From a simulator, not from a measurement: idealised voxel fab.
Process module under the name voxel self aligned contacts
The width of the displayed cross-section, cut, is 270 nm; its cells are square, with a size of 5 nm.
For the purposes of this document, a cross-section shall be understood as a grid of square cells, specified as bands listed in top-to-bottom order, each band consisting of one or more rows of cells.
This entry defines a band. It first specifies the height of the band's top and the height of its bottom in nm, and then specifies the band's materials from left to right, stating each material with its width in nm. The word "all across" identifies a single material that fills the band from edge to edge, while the word "air" identifies empty space.
All heights in this document are referenced to 0, defined as the level beneath which the wafer, as received, consists entirely of one material. The lowest band is not bounded below; it extends indefinitely downward and is written in the form "from 0 down".
You'd read "30 to 40" like this: the band's top row of cells is as wide as the first number, its bottom row is as wide as the second, and going down, every row changes width by the same amount as the row before did.
Reading "no modifications" for a step: not a cell of the cross-section changed in it.
Empty spaces without an open route to the top, at least 8 cells in extent, make up the entry "Entrapped void list"; each is given as width x height at distance, where the distance is measured from the left edge, and all are in nm.
Whatever follows a step's settings on its line is a remark the simulator itself makes about that step.
When a step includes a mask, the "overlay nm" setting on its line states how far to the right of its planned place that mask lay, and negative values state how far to the left.
The process steps that were planned are listed below
1,RECEIVE [material Si]
2,OXIDIZE [depth nm 5]
3,DIRECTIONAL_DEP [material polySi] [thk nm 30]
4,DIRECTIONAL_DEP [material SiN] [thk nm 20]
5,DIRECTIONAL_DEP [material aC] [thk nm 10]
6,PATTERN [tone cover] [mask id GATE] [material resist] [width nm 35] [pitch nm 70] [thk nm 25] [overlay nm 0]
7,DIRECTIONAL_ETCH [etch materials aC] [depth nm 10]
8,STRIP [etch materials resist]
9,DIRECTIONAL_ETCH [etch materials SiN] [depth nm 20]
10,DIRECTIONAL_ETCH [etch materials polySi] [depth nm 30]
11,STRIP [etch materials aC]
12,CONFORMAL_DEP [material SiN] [thk nm 10]
13,DIRECTIONAL_ETCH [etch materials SiN] [depth nm 10]
14,FILL_DEP [material SiO2] [thk nm 15]
15,CMP [height nm 60]
16,PATTERN [tone open] [mask id CONTACT] [material resist] [width nm 45] [pitch nm 70] [thk nm 15] [overlay nm 0]
17,DIRECTIONAL_ETCH [etch materials SiO2] [depth nm 65]
18,STRIP [etch materials resist]
19,CONFORMAL_DEP [material TiN] [thk nm 5]
20,FILL_DEP [material Ru] [thk nm 5]
21,CMP [height nm 60]
22,CONFORMAL_DEP [material SiN] [thk nm 5]
Cross-sectional view of the wafer in its as-received condition, corresponding to the state after step 1
    from 0 down: Si all across
    Entrapped void list: none
Cross-section, first of two wafers, end of module, run as planned
    from 65 to 60: SiN all across
    from 60 to 50: SiO2 75, TiN 5 to 20, Ru 35 to 5, TiN 5 to 20, SiO2 25, TiN 5 to 20, Ru 35 to 5, TiN 5 to 20, SiO2 80
    from 50 to 30: SiO2 35, SiN 55, TiN 5, Ru 5, TiN 5, SiN 55, TiN 5, Ru 5, TiN 5, SiN 55, SiO2 40
    from 30 to 0: SiO2 35, SiN 10, polySi 35, SiN 10, TiN 5, Ru 5, TiN 5, SiN 10, polySi 35, SiN 10, TiN 5, Ru 5, TiN 5, SiN 10, polySi 35, SiN 10, SiO2 40
    from 0 to -5: SiO2 90, TiN 15, SiO2 55, TiN 15, SiO2 95
    from -5 down: Si all across
    Entrapped void list: none
Wafer two, sectioned after the module: the first wafer's start, the first wafer's plan, and one mistake in how it was run
    from 65 to 60: SiN all across
    from 60 to 50: SiO2 35, TiN 60, Ru 5, TiN 65, Ru 5, TiN 60, SiO2 40
    from 50 to 30: SiO2 35, TiN 10, SiN 35, TiN 15, Ru 5, TiN 15, SiN 35, TiN 15, Ru 5, TiN 15, SiN 35, TiN 10, SiO2 40
    from 30 to 15: SiO2 35, TiN 10, polySi 35, TiN 15, Ru 5, TiN 15, polySi 35, TiN 15, Ru 5, TiN 15, polySi 35, TiN 10, SiO2 40
    from 15 to 10: SiO2 35, TiN 10, polySi 35, TiN 35, polySi 35, TiN 35, polySi 35, TiN 10, SiO2 40
    from 10 to 0: TiN 45, polySi 35, TiN 35, polySi 35, TiN 35, polySi 35, TiN 50
    from 0 to -5: SiO2 all across
    from -5 down: Si all across
    Entrapped void list: none
Want to know what went wrong? step 12 was processed under conditions differing from the plan, specifically as CONFORMAL_DEP [material TiN] [thk nm 10]
Final cells, second wafer relative to first, materials higher or lower: Ru: 18 fewer, SiN: 120 fewer, SiO2: 66 fewer, TiN: 204 more
